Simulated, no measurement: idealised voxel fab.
Proc. module: voxel transistor to metal
Section cut is 285 nm wide and gridded with 5 nm square cells.
This document writes a cross-section as a grid whose cells are square, and gives it as bands, listed from the top down; one or more rows of cells form a band. The entry gives the band's vertical extent as a top height and a bottom height in nm, then its horizontal make-up as materials from left to right, each with a width in nm. "empty" stands for empty space; a single material marked "everywhere" fills the band edge to edge. Note: height 0 marks the level under which the wafer is uniformly one material as received. Lowest band unbounded below, written "z 0 and below". Think of "30 to 40" as a width that walks from the first number to the second as you go down the band, top row to bottom row, taking equal-sized steps from row to row. Reading "nothing was modified" for a step: not a cell of the cross-section changed in it. This entry, "Sealed internal voids", enumerates those empty regions of no fewer than 8 cells that possess no open connection to the top. Each region is reported in the form width x height at distance, the distance being taken from the left edge, with all three quantities expressed in nm. What comes after the settings on a step's line is commentary from the simulator itself on that step. What "overlay nm" on a step's line means: if the step has a mask, that mask lay this far to the right of its planned place, or, when the value is negative, to the left.

**Intended process steps**
step 1: RECEIVE,material Si
step 2: OXIDIZE,depth nm 5
step 3: CONFORMAL_DEP,material SiN,thk nm 15
step 4: MASKED_ETCH,tone cover,mask id ACTIVE,width nm 115,pitch nm 140,etch materials SiN,depth nm 15,overlay nm 0
step 5: MASKED_ETCH,tone cover,mask id ACTIVE,width nm 115,pitch nm 140,etch materials SiO2,depth nm 5,overlay nm 0
step 6: MASKED_ETCH,tone cover,mask id ACTIVE,width nm 115,pitch nm 140,etch materials Si,depth nm 30,overlay nm 0
step 7: OXIDIZE,depth nm 5
step 8: FILL_DEP,material SiO2,thk nm 5
step 9: CMP,height nm 15
step 10: SELECTIVE_ETCH,etch materials SiO2,depth nm 5
step 11: STRIP,etch materials SiN
step 12: SELECTIVE_ETCH,etch materials SiO2,depth nm 5
step 13: OXIDIZE,depth nm 5
step 14: DIRECTIONAL_DEP,material polySi,thk nm 20
step 15: DIRECTIONAL_DEP,material SiCN,thk nm 10
step 16: DIRECTIONAL_DEP,material aC,thk nm 15
step 17: PATTERN,tone cover,mask id GATE,material resist,width nm 25,pitch nm 140,thk nm 30,overlay nm 0
step 18: DIRECTIONAL_ETCH,etch materials aC,depth nm 15
step 19: STRIP,etch materials resist
step 20: DIRECTIONAL_ETCH,etch materials SiCN,depth nm 20
step 21: DIRECTIONAL_ETCH,etch materials polySi,depth nm 30
step 22: STRIP,etch materials aC
step 23: CONFORMAL_DEP,material SiN,thk nm 10
step 24: DIRECTIONAL_ETCH,etch materials SiN,depth nm 10
step 25: DIRECTIONAL_ETCH,etch materials SiO2,depth nm 5
step 26: DIRECTIONAL_ETCH,etch materials Si,depth nm 15
step 27: EPI,material SiGe,thk nm 15
step 28: FILL_DEP,material SiO2,thk nm 5
step 29: CMP,height nm 15
step 30: STRIP,etch materials polySi
step 31: SELECTIVE_ETCH,etch materials SiO2,depth nm 5
step 32: CONFORMAL_DEP,material HfO2,thk nm 5
step 33: CONFORMAL_DEP,material TiN,thk nm 5
step 34: FILL_DEP,material W,thk nm 5
step 35: CMP,height nm 10
step 36: DIRECTIONAL_DEP,material SiO2,thk nm 15
step 37: MASKED_ETCH,tone open,mask id CONTACT,width nm 20,etch materials SiO2,depth nm 35,overlay nm 0
step 38: CONFORMAL_DEP,material TiN,thk nm 5
step 39: FILL_DEP,material Ru,thk nm 5
step 40: CMP,height nm 25
step 41: CONFORMAL_DEP,material SiCN,thk nm 5
step 42: DIRECTIONAL_DEP,material SiO2,thk nm 25
step 43: DIRECTIONAL_DEP,material aC,thk nm 10
step 44: PATTERN,tone open,mask id METAL_1,material resist,width nm 20,thk nm 30,overlay nm 0
step 45: DIRECTIONAL_ETCH,etch materials aC,depth nm 10
step 46: STRIP,etch materials resist
step 47: DIRECTIONAL_ETCH,etch materials SiO2,depth nm 25
step 48: DIRECTIONAL_ETCH,etch materials SiCN,depth nm 5
step 49: STRIP,etch materials aC
step 50: CONFORMAL_DEP,material TiN,thk nm 5
step 51: FILL_DEP,material W,thk nm 5
step 52: CMP,height nm 55
step 53: CONFORMAL_DEP,material SiCN,thk nm 5
step 54: DIRECTIONAL_DEP,material SiO2,thk nm 25
step 55: MASKED_ETCH,tone open,mask id METAL_2_HOLES,width nm 15,pitch nm 140,etch materials SiO2,depth nm 25,overlay nm 0
step 56: DIRECTIONAL_DEP,material aC,thk nm 10
step 57: PATTERN,tone open,mask id METAL_2,material resist,width nm 20,pitch nm 140,thk nm 25,overlay nm 0
step 58: DIRECTIONAL_ETCH,etch materials aC,depth nm 10
step 59: STRIP,etch materials resist
step 60: DIRECTIONAL_ETCH,etch materials SiO2,depth nm 15
step 61: DIRECTIONAL_ETCH,etch materials SiCN,depth nm 5
step 62: STRIP,etch materials aC
step 63: CONFORMAL_DEP,material TiN,thk nm 5
step 64: FILL_DEP,material Cu,thk nm 5
step 65: CMP,height nm 85
step 66: CONFORMAL_DEP,material SiCN,thk nm 5

**As-received state of the wafer in cross-section, equivalent to post-step 1**
z 0 and below: Si everywhere
Sealed internal voids: none

**a wafer at the end: this start, this plan, one mistake**
z 90 to 85: SiCN everywhere
z 85 to 75: SiO2 20 | TiN 5 | Cu 10 | TiN 5 | SiO2 120 | TiN 5 | Cu 10 | TiN 5 | SiO2 105
z 75 to 70: SiO2 20 | TiN 5 | Cu 5 | TiN 10 | SiO2 120 | TiN 5 | Cu 5 | TiN 10 | SiO2 105
z 70 to 60: SiO2 20 | TiN 5 | Cu 5 | TiN 5 | SiO2 125 | TiN 5 | Cu 5 | TiN 5 | SiO2 110
z 60 to 55: SiCN 20 | TiN 15 | SiCN 125 | TiN 15 | SiCN 110
z 55 to 30: SiO2 20 | TiN 5 | W 10 | TiN 5 | SiO2 65 | TiN 5 | W 10 | TiN 5 | SiO2 35 | TiN 5 | W 10 | TiN 5 | SiO2 65 | TiN 5 | W 10 | TiN 5 | SiO2 20
z 30 to 25: SiCN 20 | TiN 20 | SiCN 65 | TiN 20 | SiCN 35 | TiN 20 | SiCN 65 | TiN 20 | SiCN 20
z 25 to 10: SiO2 20 | TiN 5 | Ru 10 | TiN 5 | SiO2 65 | TiN 5 | Ru 10 | TiN 5 | SiO2 35 | TiN 5 | Ru 10 | TiN 5 | SiO2 65 | TiN 5 | Ru 10 | TiN 5 | SiO2 20
z 10 to 5: SiO2 20 | TiN 5 | Ru 5 | TiN 10 | SiO2 10 | SiN 10 | HfO2 5 | TiN 5 | W 10 | TiN 5 | HfO2 5 | SiN 10 | SiO2 5 | TiN 20 | SiO2 35 | TiN 5 | Ru 5 | TiN 10 | SiO2 10 | SiN 10 | HfO2 5 | TiN 5 | W 10 | TiN 5 | HfO2 5 | SiN 10 | SiO2 5 | TiN 20 | SiO2 20
z 5 to 0: SiO2 10 | SiN 10 | TiN 5 | Ru 5 | TiN 5 | SiGe 15 | SiN 10 | HfO2 5 | TiN 5 | W 10 | TiN 5 | HfO2 5 | SiN 10 | SiGe 15 | TiN 10 | SiN 10 | SiO2 15 | SiN 10 | TiN 5 | Ru 5 | TiN 5 | SiGe 15 | SiN 10 | HfO2 5 | TiN 5 | W 10 | TiN 5 | HfO2 5 | SiN 10 | SiGe 15 | TiN 10 | SiN 10 | SiO2 10
z 0 to -5: SiO2 10 | SiN 10 | TiN 5 | Ru 5 | TiN 5 | SiGe 15 | SiN 10 | HfO2 5 | TiN 20 | HfO2 5 | SiN 10 | SiGe 15 | TiN 10 | SiN 10 | SiO2 15 | SiN 10 | TiN 5 | Ru 5 | TiN 5 | SiGe 15 | SiN 10 | HfO2 5 | TiN 20 | HfO2 5 | SiN 10 | SiGe 15 | TiN 10 | SiN 10 | SiO2 10
z -5 to -10: SiO2 20 | TiN 15 | SiGe 15 | SiO2 5 | HfO2 40 | SiO2 5 | SiGe 15 | TiN 10 | SiO2 35 | TiN 15 | SiGe 15 | SiO2 5 | HfO2 40 | SiO2 5 | SiGe 15 | TiN 10 | SiO2 20
z -10 to -25: SiO2 20 | SiGe 30 | Si 50 | SiGe 25 | SiO2 35 | SiGe 30 | Si 50 | SiGe 25 | SiO2 20
z -25 to -40: SiO2 20 | Si 105 | SiO2 35 | Si 105 | SiO2 20
z -40 and below: Si everywhere
Sealed internal voids: none
The plan and the run diverged here: it should be noted that step 17 was executed with settings other than those planned, the operation and settings actually applied being PATTERN,tone cover,mask id GATE,material resist,width nm 30,pitch nm 140,thk nm 30,overlay nm 0
